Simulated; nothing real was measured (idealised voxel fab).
Process module under the name voxel lift off
The cross-section shown here is cut; it is 155 nm wide and divided into square cells measuring 5 nm on a side.
A cross-section is written here as square cells arranged in a grid, and it is given in bands from the top down, each band taking up one or more rows of cells. Basically the band line says how high the top is and how high the bottom is, in nm, and then what's in it from left to right, every material with its width in nm. Empty space shows up as "air", and if a single material carries "throughout" it runs the full band edge to edge. Heights are expressed relative to 0, this being the level below which the as-received wafer comprises one material exclusively. The lowest band is unbounded in the downward direction and is denoted as in "0 nm and below". It should be noted that a width expressed as "30 to 40" varies in equal increments from row to row of cells within the band, taking the value of the first number at the top row and that of the second number at the bottom row. Given "left unchanged" for a step, no cell of the cross-section differs between before and after that step. Empty spaces counting at least 8 cells and having no open way to the top are listed in "Tabulated closed voids". The notation width x height at distance is used for each, the distance being from the left edge and all three values in nm. What comes after the settings on a step's line is commentary from the simulator itself on that step. overlay nm: right-of-plan distance of the mask on a masked step; negative values mean left-of-plan.
[plan]
1) RECEIVE with material Si
2) CONFORMAL_DEP with material SiN, thk nm 10
3) PATTERN with tone open, mask id LINES, material resist, width nm 25, pitch nm 40, thk nm 30, overlay nm 0
4) DIRECTIONAL_DEP with material Ru, thk nm 15
5) STRIP with etch materials resist
6) CONFORMAL_DEP with material SiCN, thk nm 5
[The following pertains to the first of two wafers, which was processed as planned]
[The cross-section here shows the wafer as received, i.e. in its state after step 1]
	0 nm and below = Si throughout
	Tabulated closed voids: none
[The wafer, seen in cross-section, after step 2]
	10 nm to 0 nm = SiN throughout
	Below a height of 0, the structure has not been altered.
[The wafer, seen in cross-section, after step 3]
	40 nm to 10 nm = resist 25 | air 25 | resist 15 | air 25 | resist 15 | air 25 | resist 25
	Below a height of 10, the structure has not been altered.
[The wafer, seen in cross-section, after step 4]
	55 nm to 40 nm = Ru 25 | air 25 | Ru 15 | air 25 | Ru 15 | air 25 | Ru 25
	40 nm to 25 nm = resist 25 | air 25 | resist 15 | air 25 | resist 15 | air 25 | resist 25
	25 nm to 10 nm = resist 25 | Ru 25 | resist 15 | Ru 25 | resist 15 | Ru 25 | resist 25
	Below a height of 10, the structure has not been altered.
[The wafer, seen in cross-section, after step 5]
	25 nm to 10 nm = air 25 | Ru 25 | air 15 | Ru 25 | air 15 | Ru 25 | air 25
	Below a height of 10, the structure has not been altered.
[The wafer, seen in cross-section, after step 6]
	30 nm to 25 nm = air 20 | SiCN 35 | air 5 | SiCN 35 | air 5 | SiCN 35 | air 20
	25 nm to 15 nm = air 20 | SiCN 5 | Ru 25 | SiCN 5 | air 5 | SiCN 5 | Ru 25 | SiCN 5 | air 5 | SiCN 5 | Ru 25 | SiCN 5 | air 20
	15 nm to 10 nm = SiCN 25 | Ru 25 | SiCN 15 | Ru 25 | SiCN 15 | Ru 25 | SiCN 25
	Below a height of 10, the structure has not been altered.
[Second wafer. Start and plan as for the first. One mistake made in running. Agrees with the first up to and including step 4]
[The second wafer cut through, at the time step 5 was supposed to be finished]
	25 nm to 10 nm = air 25 | Ru 25 | air 15 | Ru 25 | air 15 | Ru 25 | air 25
	Below a height of 10, the structure has not been altered.
[The second wafer cut through, at the time step 6 was supposed to be finished]
	30 nm to 25 nm = air 20 | SiCN 35 | air 5 | SiCN 35 | air 5 | SiCN 35 | air 20
	25 nm to 15 nm = air 20 | SiCN 5 | Ru 25 | SiCN 5 | air 5 | SiCN 5 | Ru 25 | SiCN 5 | air 5 | SiCN 5 | Ru 25 | SiCN 5 | air 20
	15 nm to 10 nm = SiCN 25 | Ru 25 | SiCN 15 | Ru 25 | SiCN 15 | Ru 25 | SiCN 25
	Below a height of 10, the structure has not been altered.
Where did the run depart from the plan? step 5, plan: ran twice
The two wafers wind up with the same cross-section at the end, so whatever this model computes is the same despite the mistake.
